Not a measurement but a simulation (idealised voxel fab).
A process module follows: voxel transistor to metal.
Square cell edge 5 nm, section width 300 nm, ID cut.
Cross-section layout: square cells on a grid; listed as bands, top to bottom; a band spans one or more cell rows. For a band, the entry starts with two heights in nm, that of the top and then that of the bottom, and carries on with the band's materials in order from left to right, each alongside its width in nm; the word "throughout" beside a single material means it fills the band edge to edge, and "empty" means empty space. Height reference: 0 = level under which incoming wafer is all one material. Lowest band: no bottom, runs on downward, e.g. "z 0 and below". Think of "30->40" as a width that walks from the first number to the second as you go down the band, top row to bottom row, taking equal-sized steps from row to row. Basically "identical to before" means that step didn't change any cell in the cross-section. The label "Trapped void list" introduces a list of the empty spaces, 8 cells or larger, that have no open way up to the top; each entry in it reads width x height at distance, where the distance is taken from the left edge and all three are stated in nm. If you see something after the settings on a step's line, that's the simulator's own remark about that step. overlay nm: mask offset rightward from planned place, masked step; negative means leftward offset.
## Set out below are the planned steps of the process
1) RECEIVE with material Si
2) CONFORMAL_DEP with material SiO2, thk nm 5
3) CONFORMAL_DEP with material SiN, thk nm 15
4) PATTERN with tone cover, mask id ACTIVE, material resist, width nm 115, pitch nm 145, thk nm 20, overlay nm 0
5) DIRECTIONAL_ETCH with etch materials SiN, depth nm 15
6) DIRECTIONAL_ETCH with etch materials SiO2, depth nm 5
7) DIRECTIONAL_ETCH with etch materials Si, depth nm 25
8) STRIP with etch materials resist
9) OXIDIZE with depth nm 5
10) FILL_DEP with material SiO2, thk nm 10
11) CMP with height nm 20
12) SELECTIVE_ETCH with etch materials SiO2, depth nm 5
13) STRIP with etch materials SiN
14) SELECTIVE_ETCH with etch materials SiO2, depth nm 5
15) OXIDIZE with depth nm 5
16) DIRECTIONAL_DEP with material polySi, thk nm 25
17) DIRECTIONAL_DEP with material SiCN, thk nm 10
18) MASKED_ETCH with tone cover, mask id GATE, width nm 25, pitch nm 145, etch materials SiCN, depth nm 20, overlay nm 0
19) MASKED_ETCH with tone cover, mask id GATE, width nm 25, pitch nm 145, etch materials polySi, depth nm 35, overlay nm 0
20) CONFORMAL_DEP with material SiN, thk nm 10
21) DIRECTIONAL_ETCH with etch materials SiN, depth nm 10
22) DIRECTIONAL_ETCH with etch materials SiO2, depth nm 5
23) DIRECTIONAL_ETCH with etch materials Si, depth nm 15
24) EPI with material nSi, thk nm 20
25) FILL_DEP with material SiO2, thk nm 10
26) CMP with height nm 35
27) DIRECTIONAL_DEP with material SiO2, thk nm 10
28) MASKED_ETCH with tone open, mask id CONTACT, width nm 30, etch materials SiO2, depth nm 45, overlay nm 0
29) CONFORMAL_DEP with material TiN, thk nm 5
30) FILL_DEP with material Ru, thk nm 5
31) CMP with height nm 45
32) DIRECTIONAL_DEP with material TiN, thk nm 5
33) DIRECTIONAL_DEP with material W, thk nm 15
34) PATTERN with tone cover, mask id METAL_1, material resist, width nm 20, thk nm 15, overlay nm 0
35) DIRECTIONAL_ETCH with etch materials W, depth nm 15
36) DIRECTIONAL_ETCH with etch materials TiN, depth nm 5
37) STRIP with etch materials resist
38) FILL_DEP with material lowk, thk nm 10
39) CMP with height nm 65
40) CONFORMAL_DEP with material SiCN, thk nm 5
41) DIRECTIONAL_DEP with material SiO2, thk nm 30
42) PATTERN with tone open, mask id METAL_2_HOLES, material resist, width nm 15, pitch nm 145, thk nm 20, overlay nm 0
43) DIRECTIONAL_ETCH with etch materials SiO2, depth nm 30
44) STRIP with etch materials resist
45) PATTERN with tone open, mask id METAL_2, material resist, width nm 20, pitch nm 145, thk nm 20, overlay nm 0
46) DIRECTIONAL_ETCH with etch materials SiO2, depth nm 15
47) DIRECTIONAL_ETCH with etch materials SiCN, depth nm 5
48) STRIP with etch materials resist
49) CONFORMAL_DEP with material TiN, thk nm 5
50) FILL_DEP with material Cu, thk nm 5
51) CMP with height nm 100
52) CONFORMAL_DEP with material SiCN, thk nm 5
The value of depth nm given for step 15 in the plan refers to the first wafer; the wafers vary in this setting and are alike at the start.
## First of several wafers (as received, post step 1), cross-sectional view
> z 0 and below  Si throughout
> Trapped void list: none
## Take any row and you have a wafer at the end of the module: how many cells of each material it has gained (+) or lost (-) since it was received, and then its closed voids
depth nm 5 | +16 Cu | +64 Ru | -222 Si | +134 SiCN | +72 SiN | +654 SiO2 | +124 TiN | +48 W | +176 lowk | +144 nSi | +50 polySi | Trapped void list: none
depth nm 10 | +16 Cu | +100 Ru | -192 Si | +134 SiCN | +72 SiN | +720 SiO2 | +136 TiN | +48 W | +176 lowk | +50 polySi | Trapped void list: none
depth nm 15 | +16 Cu | +100 Ru | -234 Si | +134 SiCN | +72 SiN | +762 SiO2 | +136 TiN | +48 W | +176 lowk | +50 polySi | Trapped void list: none
depth nm 20 | +16 Cu | +100 Ru | -276 Si | +134 SiCN | +72 SiN | +804 SiO2 | +136 TiN | +48 W | +176 lowk | +50 polySi | Trapped void list: none
